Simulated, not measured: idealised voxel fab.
Proc. module: voxel double patterning
Square cell edge 5 nm, section width 240 nm, ID cut.
Cross-section = grid of square cells, listed top down in bands; band = one or more rows.
What a band's entry tells you: where the top is and where the bottom is, as heights in nm, and after that what lies inside, material by material from left to right, each with its width in nm. Empty space is written as the word "empty", and a single material marked with the word "edge to edge" occupies the band from edge to edge.
Heads up on the height convention: 0 is the point under which the incoming wafer is all one material, and the lowest band has no bottom, it just keeps going down, like "0..down".
Graded width ("30 to 40"): value in top row of band = first number; value in bottom row = second number; row-to-row change constant.
Key: "stayed the same" - step with no changed cell in the cross-section.
Entry "Catalogued sealed voids". Content: empty spaces with no open connection to the top, size 8 cells or greater. Each: width x height at distance. Distance: from left edge. Unit: nm.
Anything after a step's settings on that line? It's the simulator's own note about the step.
Each step line may optionally specify "overlay nm", which for a step with a mask gives the rightward distance between the mask's planned place and where it lay, a negative value indicating the leftward direction.

The following list gives the planned process steps:
1 RECEIVE,material Si
2 CONFORMAL_DEP,material SiO2,thk nm 10
3 DIRECTIONAL_DEP,material W,thk nm 15
4 DIRECTIONAL_DEP,material SiCN,thk nm 5
5 PATTERN,tone open,mask id FIRST,material resist,width nm 15,pitch nm 50,thk nm 15,overlay nm 0
6 DIRECTIONAL_ETCH,etch materials SiCN,depth nm 5
7 STRIP,etch materials resist
8 MASKED_ETCH,tone open,mask id SECOND,width nm 15,pitch nm 50,etch materials SiCN,depth nm 5,overlay nm 0
9 DIRECTIONAL_ETCH,etch materials W,depth nm 15
10 STRIP,etch materials SiCN

Cross-section, incoming material, after step 1:
    0..down: Si edge to edge
    Catalogued sealed voids: none

The cross-section shown corresponds to the wafer at the conclusion of the module. The initial structure and the process plan are those presented above; however, one mistake occurred in executing the plan:
    25..10: 60 W / 15 empty / 5 W / 15 empty / 15 W / 15 empty / 5 W / 15 empty / 15 W / 15 empty / 65 W
    10..0: SiO2 edge to edge
    0..down: Si edge to edge
    Catalogued sealed voids: none
It is concluded that the wafer was processed incorrectly with respect to the plan, in that step 8 did not use the planned setting and instead ran as MASKED_ETCH,tone open,mask id SECOND,width nm 15,pitch nm 50,etch materials SiCN,depth nm 5,overlay nm -5
